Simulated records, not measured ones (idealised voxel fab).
process module | voxel self aligned vias
cross-section cut | 245 nm wide | cells 5 nm
A cross-section is a grid of square cells, given in bands from the top down. A band is one or more rows of cells.
Each band's line starts with the height of the band's top and of its bottom, in nm. Then come its materials from left to right, each with its width in nm. One material with "throughout" fills the band from edge to edge. "air" is empty space.
Height 0 is the level under which the wafer as received is all one material. The lowest band goes on downwards, as in "0 down".
A width such as "30 to 40" changes by the same amount from each row of cells to the next, from the band's top row to its bottom row.
"no change" after a step means that no cell of the cross-section changed.
closed voids: empty space of 8 cells or more with no open way to the top, each as width x height at its distance from the left edge, in nm
after a step's settings: what the simulator itself notes on the step
overlay nm, on a step with a mask: how far to the right of its planned place the mask lay; to the left if negative
plan
1 op RECEIVE | material Si
2 op CONFORMAL_DEP | material SiO2 | thk nm 10
3 op CONFORMAL_DEP | material SiCN | thk nm 5
4 op DIRECTIONAL_DEP | material lowk | thk nm 25
5 op MASKED_ETCH | tone open | mask id LINES | width nm 25 | pitch nm 60 | etch materials lowk | depth nm 25 | overlay nm 0
6 op CONFORMAL_DEP | material TiN | thk nm 5
7 op FILL_DEP | material W | thk nm 5
8 op CMP | height nm 40
9 op SELECTIVE_ETCH | etch materials W Ru TiN | depth nm 10
10 op FILL_DEP | material SiN | thk nm 5
11 op CMP | height nm 40
12 op DIRECTIONAL_DEP | material lowk | thk nm 20
13 op PATTERN | tone open | mask id VIAS | material resist | width nm 45 | pitch nm 60 | thk nm 20 | overlay nm 0
14 op DIRECTIONAL_ETCH | etch materials lowk | depth nm 20
15 op DIRECTIONAL_ETCH | etch materials SiN | depth nm 10
16 op STRIP | etch materials resist
17 op CONFORMAL_DEP | material TiN | thk nm 5
18 op FILL_DEP | material Ru | thk nm 5
19 op CMP | height nm 60
20 op CONFORMAL_DEP | material SiN | thk nm 5
first wafer, as planned
as received, after step 1
  0 down: Si throughout
  closed voids: none
after step 2
  10 to 0: SiO2 throughout
  below 0: unchanged
after step 3
  15 to 10: SiCN throughout
  below 10: unchanged
after step 4
  40 to 15: lowk throughout
  below 15: unchanged
after step 5
  40 to 15: lowk 80 | air 25 | lowk 35 | air 25 | lowk 80
  below 15: unchanged
after step 6
  45 to 40: TiN 85 | air 15 | TiN 45 | air 15 | TiN 85
  40 to 20: lowk 80 | TiN 5 | air 15 | TiN 5 | lowk 35 | TiN 5 | air 15 | TiN 5 | lowk 80
  20 to 15: lowk 80 | TiN 25 | lowk 35 | TiN 25 | lowk 80
  below 15: unchanged
after step 7
  50 to 45: W throughout
  45 to 40: TiN 85 | W 15 | TiN 45 | W 15 | TiN 85
  40 to 20: lowk 80 | TiN 5 | W 15 | TiN 5 | lowk 35 | TiN 5 | W 15 | TiN 5 | lowk 80
  below 20: unchanged
after step 8
  40 to 20: lowk 80 | TiN 5 | W 15 | TiN 5 | lowk 35 | TiN 5 | W 15 | TiN 5 | lowk 80
  below 20: unchanged
after step 9
  40 to 30: lowk 80 | air 25 | lowk 35 | air 25 | lowk 80
  below 30: unchanged
after step 10
  45 to 40: SiN throughout
  40 to 30: lowk 80 | SiN 25 | lowk 35 | SiN 25 | lowk 80
  below 30: unchanged
after step 11
  40 to 30: lowk 80 | SiN 25 | lowk 35 | SiN 25 | lowk 80
  below 30: unchanged
after step 12
  60 to 40: lowk throughout
  below 40: unchanged
after step 13
  80 to 60: resist 70 | air 45 | resist 15 | air 45 | resist 70
  below 60: unchanged
after step 14
  80 to 60: resist 70 | air 45 | resist 15 | air 45 | resist 70
  60 to 40: lowk 70 | air 45 | lowk 15 | air 45 | lowk 70
  below 40: unchanged
after step 15
  80 to 60: resist 70 | air 45 | resist 15 | air 45 | resist 70
  60 to 40: lowk 70 | air 45 | lowk 15 | air 45 | lowk 70
  40 to 30: lowk 80 | air 25 | lowk 35 | air 25 | lowk 80
  below 30: unchanged
after step 16
  60 to 40: lowk 70 | air 45 | lowk 15 | air 45 | lowk 70
  below 40: unchanged
after step 17
  65 to 60: TiN 75 | air 35 | TiN 25 | air 35 | TiN 75
  60 to 45: lowk 70 | TiN 5 | air 35 | TiN 5 | lowk 15 | TiN 5 | air 35 | TiN 5 | lowk 70
  45 to 35: lowk 70 to 80 | TiN 15 to 5 | air 15 | TiN 15 to 5 | lowk 15 to 35 | TiN 15 to 5 | air 15 | TiN 15 to 5 | lowk 70 to 80
  35 to 30: lowk 80 | TiN 25 | lowk 35 | TiN 25 | lowk 80
  below 30: unchanged
after step 18
  70 to 65: Ru throughout
  65 to 60: TiN 75 | Ru 35 | TiN 25 | Ru 35 | TiN 75
  60 to 45: lowk 70 | TiN 5 | Ru 35 | TiN 5 | lowk 15 | TiN 5 | Ru 35 | TiN 5 | lowk 70
  45 to 35: lowk 70 to 80 | TiN 15 to 5 | Ru 15 | TiN 15 to 5 | lowk 15 to 35 | TiN 15 to 5 | Ru 15 | TiN 15 to 5 | lowk 70 to 80
  below 35: unchanged
after step 19
  60 to 45: lowk 70 | TiN 5 | Ru 35 | TiN 5 | lowk 15 | TiN 5 | Ru 35 | TiN 5 | lowk 70
  below 45: unchanged
after step 20
  65 to 60: SiN throughout
  below 60: unchanged
second wafer: like start, like plan, one mistake. Through step 1 it matches the first wafer
when step 2 should have ended
  10 to 0: SiCN throughout
  below 0: unchanged
when step 3 should have ended
  15 to 0: SiCN throughout
  below 0: unchanged
when step 4 should have ended
  40 to 15: lowk throughout
  below 15: unchanged
when step 5 should have ended
  40 to 15: lowk 80 | air 25 | lowk 35 | air 25 | lowk 80
  below 15: unchanged
when step 6 should have ended
  45 to 40: TiN 85 | air 15 | TiN 45 | air 15 | TiN 85
  40 to 20: lowk 80 | TiN 5 | air 15 | TiN 5 | lowk 35 | TiN 5 | air 15 | TiN 5 | lowk 80
  20 to 15: lowk 80 | TiN 25 | lowk 35 | TiN 25 | lowk 80
  below 15: unchanged
when step 7 should have ended
  50 to 45: W throughout
  45 to 40: TiN 85 | W 15 | TiN 45 | W 15 | TiN 85
  40 to 20: lowk 80 | TiN 5 | W 15 | TiN 5 | lowk 35 | TiN 5 | W 15 | TiN 5 | lowk 80
  below 20: unchanged
when step 8 should have ended
  40 to 20: lowk 80 | TiN 5 | W 15 | TiN 5 | lowk 35 | TiN 5 | W 15 | TiN 5 | lowk 80
  below 20: unchanged
when step 9 should have ended
  40 to 30: lowk 80 | air 25 | lowk 35 | air 25 | lowk 80
  below 30: unchanged
when step 10 should have ended
  45 to 40: SiN throughout
  40 to 30: lowk 80 | SiN 25 | lowk 35 | SiN 25 | lowk 80
  below 30: unchanged
when step 11 should have ended
  40 to 30: lowk 80 | SiN 25 | lowk 35 | SiN 25 | lowk 80
  below 30: unchanged
when step 12 should have ended
  60 to 40: lowk throughout
  below 40: unchanged
when step 13 should have ended
  80 to 60: resist 70 | air 45 | resist 15 | air 45 | resist 70
  below 60: unchanged
when step 14 should have ended
  80 to 60: resist 70 | air 45 | resist 15 | air 45 | resist 70
  60 to 40: lowk 70 | air 45 | lowk 15 | air 45 | lowk 70
  below 40: unchanged
when step 15 should have ended
  80 to 60: resist 70 | air 45 | resist 15 | air 45 | resist 70
  60 to 40: lowk 70 | air 45 | lowk 15 | air 45 | lowk 70
  40 to 30: lowk 80 | air 25 | lowk 35 | air 25 | lowk 80
  below 30: unchanged
when step 16 should have ended
  60 to 40: lowk 70 | air 45 | lowk 15 | air 45 | lowk 70
  below 40: unchanged
when step 17 should have ended
  65 to 60: TiN 75 | air 35 | TiN 25 | air 35 | TiN 75
  60 to 45: lowk 70 | TiN 5 | air 35 | TiN 5 | lowk 15 | TiN 5 | air 35 | TiN 5 | lowk 70
  45 to 35: lowk 70 to 80 | TiN 15 to 5 | air 15 | TiN 15 to 5 | lowk 15 to 35 | TiN 15 to 5 | air 15 | TiN 15 to 5 | lowk 70 to 80
  35 to 30: lowk 80 | TiN 25 | lowk 35 | TiN 25 | lowk 80
  below 30: unchanged
when step 18 should have ended
  70 to 65: Ru throughout
  65 to 60: TiN 75 | Ru 35 | TiN 25 | Ru 35 | TiN 75
  60 to 45: lowk 70 | TiN 5 | Ru 35 | TiN 5 | lowk 15 | TiN 5 | Ru 35 | TiN 5 | lowk 70
  45 to 35: lowk 70 to 80 | TiN 15 to 5 | Ru 15 | TiN 15 to 5 | lowk 15 to 35 | TiN 15 to 5 | Ru 15 | TiN 15 to 5 | lowk 70 to 80
  below 35: unchanged
when step 19 should have ended
  60 to 45: lowk 70 | TiN 5 | Ru 35 | TiN 5 | lowk 15 | TiN 5 | Ru 35 | TiN 5 | lowk 70
  below 45: unchanged
when step 20 should have ended
  65 to 60: SiN throughout
  below 60: unchanged
what went wrong: step 2 ran as: op CONFORMAL_DEP | material SiCN | thk nm 10
at the end the second wafer has, in cells: 98 more of SiCN | 98 fewer of SiO2
